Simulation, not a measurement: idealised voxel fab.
process module | voxel transistor to metal
cross-section cut | 280 nm wide | cells 5 nm
A cross-section is a grid of square cells, given in bands from the top down. A band is one or more rows of cells.
Each band's line starts with the height of the band's top and of its bottom, in nm. Then come its materials from left to right, each with its width in nm. One material with "throughout" fills the band from edge to edge. "air" is empty space.
Height 0 is the level under which the wafer as received is all one material. The lowest band goes on downwards, as in "0 down".
A width such as "30 to 40" changes by the same amount from each row of cells to the next, from the band's top row to its bottom row.
"no change" after a step means that no cell of the cross-section changed.
closed voids: empty space of 8 cells or more with no open way to the top, each as width x height at its distance from the left edge, in nm
after a step's settings: what the simulator itself notes on the step
overlay nm, on a step with a mask: how far to the right of its planned place the mask lay; to the left if negative
plan
1 op RECEIVE | material Si
2 op OXIDIZE | depth nm 5
3 op CONFORMAL_DEP | material SiN | thk nm 10
4 op MASKED_ETCH | tone cover | mask id ACTIVE | width nm 110 | pitch nm 130 | etch materials SiN | depth nm 10 | overlay nm 0
5 op MASKED_ETCH | tone cover | mask id ACTIVE | width nm 110 | pitch nm 130 | etch materials SiO2 | depth nm 5 | overlay nm 0
6 op MASKED_ETCH | tone cover | mask id ACTIVE | width nm 110 | pitch nm 130 | etch materials Si | depth nm 35 | overlay nm 0
7 op FILL_DEP | material SiO2 | thk nm 5
8 op CMP | height nm 10
9 op SELECTIVE_ETCH | etch materials SiO2 | depth nm 5
10 op STRIP | etch materials SiN
11 op SELECTIVE_ETCH | etch materials SiO2 | depth nm 5
12 op OXIDIZE | depth nm 5
13 op DIRECTIONAL_DEP | material polySi | thk nm 20
14 op DIRECTIONAL_DEP | material SiCN | thk nm 15
15 op DIRECTIONAL_DEP | material aC | thk nm 10
16 op PATTERN | tone cover | mask id GATE | material resist | width nm 20 | pitch nm 130 | thk nm 30 | overlay nm 0
17 op DIRECTIONAL_ETCH | etch materials aC | depth nm 10
18 op STRIP | etch materials resist
19 op DIRECTIONAL_ETCH | etch materials SiCN | depth nm 25
20 op DIRECTIONAL_ETCH | etch materials polySi | depth nm 30
21 op STRIP | etch materials aC
22 op CONFORMAL_DEP | material SiO2 | thk nm 5
23 op DIRECTIONAL_ETCH | etch materials SiO2 | depth nm 5
24 op CONFORMAL_DEP | material SiN | thk nm 5
25 op DIRECTIONAL_ETCH | etch materials SiN | depth nm 5
26 op DIRECTIONAL_ETCH | etch materials SiO2 | depth nm 5
27 op DIRECTIONAL_ETCH | etch materials Si | depth nm 15
28 op EPI | material SiGe | thk nm 15
29 op FILL_DEP | material SiO2 | thk nm 10
30 op CMP | height nm 30
31 op DIRECTIONAL_DEP | material SiO2 | thk nm 15
32 op MASKED_ETCH | tone open | mask id CONTACT | width nm 15 | etch materials SiO2 | depth nm 40 | overlay nm 0
33 op CONFORMAL_DEP | material TiN | thk nm 5
34 op FILL_DEP | material Ru | thk nm 5
35 op CMP | height nm 45
36 op CONFORMAL_DEP | material SiN | thk nm 5
37 op DIRECTIONAL_DEP | material lowk | thk nm 15
38 op PATTERN | tone open | mask id METAL_1 | material resist | width nm 15 | thk nm 15 | overlay nm 0
39 op DIRECTIONAL_ETCH | etch materials lowk | depth nm 15
40 op DIRECTIONAL_ETCH | etch materials SiN | depth nm 5
41 op STRIP | etch materials resist
42 op CONFORMAL_DEP | material TiN | thk nm 5
43 op FILL_DEP | material W | thk nm 5
44 op CMP | height nm 65
45 op EPI | material Ru | thk nm 5
46 op FILL_DEP | material SiCN | thk nm 5
as received, after step 1
  0 down: Si throughout
  closed voids: none
first wafer at the end, as planned
  75 to 70: SiCN throughout
  70 to 65: SiCN 25 | Ru 25 | SiCN 50 | Ru 25 | SiCN 30 | Ru 25 | SiCN 50 | Ru 25 | SiCN 25
  65 to 50: lowk 30 | TiN 5 | W 5 | TiN 5 | lowk 60 | TiN 5 | W 5 | TiN 5 | lowk 40 | TiN 5 | W 5 | TiN 5 | lowk 60 | TiN 5 | W 5 | TiN 5 | lowk 30
  50 to 45: SiN 30 | TiN 15 | SiN 60 | TiN 15 | SiN 40 | TiN 15 | SiN 60 | TiN 15 | SiN 30
  45 to 30: SiO2 30 | TiN 5 | Ru 5 | TiN 5 | SiO2 60 | TiN 5 | Ru 5 | TiN 5 | SiO2 40 | TiN 5 | Ru 5 | TiN 5 | SiO2 60 | TiN 5 | Ru 5 | TiN 5 | SiO2 30
  30 to 15: SiO2 30 | TiN 5 | Ru 5 | TiN 5 | SiO2 10 | SiN 5 | SiO2 5 | SiCN 20 | SiO2 5 | SiN 5 | SiO2 10 | TiN 5 | Ru 5 | TiN 5 | SiO2 40 | TiN 5 | Ru 5 | TiN 5 | SiO2 10 | SiN 5 | SiO2 5 | SiCN 20 | SiO2 5 | SiN 5 | SiO2 10 | TiN 5 | Ru 5 | TiN 5 | SiO2 30
  15 to 10: SiO2 30 | TiN 5 | Ru 5 | TiN 5 | SiO2 10 | SiN 5 | SiO2 5 | polySi 20 | SiO2 5 | SiN 5 | SiO2 10 | TiN 5 | Ru 5 | TiN 5 | SiO2 40 | TiN 5 | Ru 5 | TiN 5 | SiO2 10 | SiN 5 | SiO2 5 | polySi 20 | SiO2 5 | SiN 5 | SiO2 10 | TiN 5 | Ru 5 | TiN 5 | SiO2 30
  10 to 5: SiO2 30 | TiN 15 | SiO2 10 | SiN 5 | SiO2 5 | polySi 20 | SiO2 5 | SiN 5 | SiO2 10 | TiN 15 | SiO2 40 | TiN 15 | SiO2 10 | SiN 5 | SiO2 5 | polySi 20 | SiO2 5 | SiN 5 | SiO2 10 | TiN 15 | SiO2 30
  5 to 0: SiO2 20 | SiGe 35 | SiN 5 | SiO2 5 | polySi 20 | SiO2 5 | SiN 5 | SiGe 35 | SiO2 20 | SiGe 35 | SiN 5 | SiO2 5 | polySi 20 | SiO2 5 | SiN 5 | SiGe 35 | SiO2 20
  0 to -5: SiO2 20 | SiN 5 | SiGe 30 | SiN 5 | SiO2 5 | polySi 20 | SiO2 5 | SiN 5 | SiGe 30 | SiN 5 | SiO2 20 | SiN 5 | SiGe 30 | SiN 5 | SiO2 5 | polySi 20 | SiO2 5 | SiN 5 | SiGe 30 | SiN 5 | SiO2 20
  -5 to -10: SiO2 25 | SiGe 30 | SiO2 40 | SiGe 30 | SiO2 30 | SiGe 30 | SiO2 40 | SiGe 30 | SiO2 25
  -10 to -25: SiO2 20 | Si 5 | SiGe 30 | Si 40 | SiGe 30 | Si 5 | SiO2 20 | Si 5 | SiGe 30 | Si 40 | SiGe 30 | Si 5 | SiO2 20
  -25 to -40: SiO2 20 | Si 110 | SiO2 20 | Si 110 | SiO2 20
  -40 down: Si throughout
  closed voids: none
second wafer at the end: like start, like plan, one mistake
  75 to 70: SiCN throughout
  70 to 65: SiCN 25 | Ru 25 | SiCN 50 | Ru 25 | SiCN 30 | Ru 25 | SiCN 50 | Ru 25 | SiCN 25
  65 to 55: lowk 30 | TiN 5 | W 5 | TiN 5 | lowk 60 | TiN 5 | W 5 | TiN 5 | lowk 40 | TiN 5 | W 5 | TiN 5 | lowk 60 | TiN 5 | W 5 | TiN 5 | lowk 30
  55 to 50: lowk 30 | TiN 15 | lowk 60 | TiN 15 | lowk 40 | TiN 15 | lowk 60 | TiN 15 | lowk 30
  50 to 45: SiO2 throughout
  45 to 30: SiO2 30 | TiN 5 | Ru 5 | TiN 5 | SiO2 60 | TiN 5 | Ru 5 | TiN 5 | SiO2 40 | TiN 5 | Ru 5 | TiN 5 | SiO2 60 | TiN 5 | Ru 5 | TiN 5 | SiO2 30
  30 to 15: SiO2 30 | TiN 5 | Ru 5 | TiN 5 | SiO2 10 | SiN 5 | SiO2 5 | SiCN 20 | SiO2 5 | SiN 5 | SiO2 10 | TiN 5 | Ru 5 | TiN 5 | SiO2 40 | TiN 5 | Ru 5 | TiN 5 | SiO2 10 | SiN 5 | SiO2 5 | SiCN 20 | SiO2 5 | SiN 5 | SiO2 10 | TiN 5 | Ru 5 | TiN 5 | SiO2 30
  15 to 10: SiO2 30 | TiN 5 | Ru 5 | TiN 5 | SiO2 10 | SiN 5 | SiO2 5 | polySi 20 | SiO2 5 | SiN 5 | SiO2 10 | TiN 5 | Ru 5 | TiN 5 | SiO2 40 | TiN 5 | Ru 5 | TiN 5 | SiO2 10 | SiN 5 | SiO2 5 | polySi 20 | SiO2 5 | SiN 5 | SiO2 10 | TiN 5 | Ru 5 | TiN 5 | SiO2 30
  10 to 5: SiO2 30 | TiN 15 | SiO2 10 | SiN 5 | SiO2 5 | polySi 20 | SiO2 5 | SiN 5 | SiO2 10 | TiN 15 | SiO2 40 | TiN 15 | SiO2 10 | SiN 5 | SiO2 5 | polySi 20 | SiO2 5 | SiN 5 | SiO2 10 | TiN 15 | SiO2 30
  5 to 0: SiO2 20 | SiGe 35 | SiN 5 | SiO2 5 | polySi 20 | SiO2 5 | SiN 5 | SiGe 35 | SiO2 20 | SiGe 35 | SiN 5 | SiO2 5 | polySi 20 | SiO2 5 | SiN 5 | SiGe 35 | SiO2 20
  0 to -5: SiO2 20 | SiN 5 | SiGe 30 | SiN 5 | SiO2 5 | polySi 20 | SiO2 5 | SiN 5 | SiGe 30 | SiN 5 | SiO2 20 | SiN 5 | SiGe 30 | SiN 5 | SiO2 5 | polySi 20 | SiO2 5 | SiN 5 | SiGe 30 | SiN 5 | SiO2 20
  -5 to -10: SiO2 25 | SiGe 30 | SiO2 40 | SiGe 30 | SiO2 30 | SiGe 30 | SiO2 40 | SiGe 30 | SiO2 25
  -10 to -25: SiO2 20 | Si 5 | SiGe 30 | Si 40 | SiGe 30 | Si 5 | SiO2 20 | Si 5 | SiGe 30 | Si 40 | SiGe 30 | Si 5 | SiO2 20
  -25 to -40: SiO2 20 | Si 110 | SiO2 20 | Si 110 | SiO2 20
  -40 down: Si throughout
  closed voids: none
what went wrong: step 36 ran as: op CONFORMAL_DEP | material SiO2 | thk nm 5
at the end the second wafer has, in cells: 44 fewer of SiN | 56 more of SiO2 | 8 fewer of TiN | 4 fewer of W
